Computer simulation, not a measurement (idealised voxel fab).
process module | voxel capacitor over wiring
cross-section cut | 220 nm wide | cells 5 nm
A cross-section is a grid of square cells, given in bands from the top down. A band is one or more rows of cells.
Each band's line starts with the height of the band's top and of its bottom, in nm. Then come its materials from left to right, each with its width in nm. One material with "throughout" fills the band from edge to edge. "air" is empty space.
Height 0 is the level under which the wafer as received is all one material. The lowest band goes on downwards, as in "0 down".
A width such as "30 to 40" changes by the same amount from each row of cells to the next, from the band's top row to its bottom row.
"no change" after a step means that no cell of the cross-section changed.
closed voids: empty space of 8 cells or more with no open way to the top, each as width x height at its distance from the left edge, in nm
after a step's settings: what the simulator itself notes on the step
overlay nm, on a step with a mask: how far to the right of its planned place the mask lay; to the left if negative
plan
1 op RECEIVE | material Si
2 op CONFORMAL_DEP | material SiO2 | thk nm 15
3 op CONFORMAL_DEP | material SiN | thk nm 5
4 op DIRECTIONAL_DEP | material SiO2 | thk nm 25
5 op MASKED_ETCH | tone open | mask id METAL_1 | width nm 20 | pitch nm 80 | etch materials SiO2 | depth nm 25 | overlay nm 0
6 op MASKED_ETCH | tone open | mask id METAL_1 | width nm 20 | pitch nm 80 | etch materials SiN | depth nm 5 | overlay nm 0
7 op CONFORMAL_DEP | material TiN | thk nm 5
8 op FILL_DEP | material Ru | thk nm 10
9 op CMP | height nm 45
10 op EPI | material Ru | thk nm 5
11 op FILL_DEP | material SiCN | thk nm 5
12 op DIRECTIONAL_DEP | material lowk | thk nm 10
13 op MASKED_ETCH | tone open | mask id PLUG_1 | width nm 15 | etch materials lowk | depth nm 10 | overlay nm 0
14 op MASKED_ETCH | tone open | mask id PLUG_1 | width nm 15 | etch materials SiCN | depth nm 5 | overlay nm 0
15 op EPI | material Ru | thk nm 10
16 op EPI | material Ru | thk nm 5
17 op DIRECTIONAL_DEP | material TiN | thk nm 10
18 op DIRECTIONAL_DEP | material Al2O3 | thk nm 5
19 op DIRECTIONAL_DEP | material TiN | thk nm 10
20 op PATTERN | tone cover | mask id UPPER_PLATE | material resist | width nm 65 | thk nm 20 | overlay nm 0
21 op DIRECTIONAL_ETCH | etch materials TiN | depth nm 10
22 op DIRECTIONAL_ETCH | etch materials Al2O3 | depth nm 5
23 op STRIP | etch materials resist
24 op DIRECTIONAL_DEP | material aC | thk nm 15
25 op PATTERN | tone cover | mask id LOWER_PLATE | material resist | width nm 75 | thk nm 30 | overlay nm 0
26 op DIRECTIONAL_ETCH | etch materials aC | depth nm 15
27 op STRIP | etch materials resist
28 op DIRECTIONAL_ETCH | etch materials TiN | depth nm 10
29 op STRIP | etch materials aC
30 op FILL_DEP | material SiO2 | thk nm 15
31 op CMP | height nm 100
32 op DIRECTIONAL_DEP | material aC | thk nm 15
33 op PATTERN | tone open | mask id PLUG_2 | material resist | width nm 15 | thk nm 35 | overlay nm 0
34 op DIRECTIONAL_ETCH | etch materials aC | depth nm 15
35 op STRIP | etch materials resist
36 op DIRECTIONAL_ETCH | etch materials SiO2 | depth nm 10
37 op STRIP | etch materials aC
38 op CONFORMAL_DEP | material TiN | thk nm 5
39 op FILL_DEP | material Ru | thk nm 5
40 op CMP | height nm 100
41 op CONFORMAL_DEP | material SiN | thk nm 5
as received, after step 1
  0 down: Si throughout
  closed voids: none
a wafer at the end: this start, this plan, one mistake
  105 to 100: SiN throughout
  100 to 95: SiO2 75 | TiN 5 | Ru 5 | TiN 5 | SiO2 130
  95 to 90: SiO2 75 | TiN 15 | SiO2 130
  90 to 80: SiO2 70 | TiN 60 | SiO2 90
  80 to 75: SiO2 70 | Al2O3 60 | SiO2 90
  75 to 65: SiO2 60 | TiN 75 | SiO2 85
  65 to 55: lowk 65 | Ru 15 | lowk 140
  55 to 50: SiCN 65 | Ru 15 | SiCN 140
  50 to 45: SiCN 55 | Ru 30 | SiCN 50 | Ru 30 | SiCN 55
  45 to 20: SiO2 60 | TiN 5 | Ru 10 | TiN 5 | SiO2 60 | TiN 5 | Ru 10 | TiN 5 | SiO2 60
  20 to 15: SiN 60 | TiN 20 | SiN 60 | TiN 20 | SiN 60
  15 to 0: SiO2 throughout
  0 down: Si throughout
  closed voids: none
what went wrong: step 20 ran as: op PATTERN | tone cover | mask id UPPER_PLATE | material resist | width nm 60 | thk nm 20 | overlay nm 0
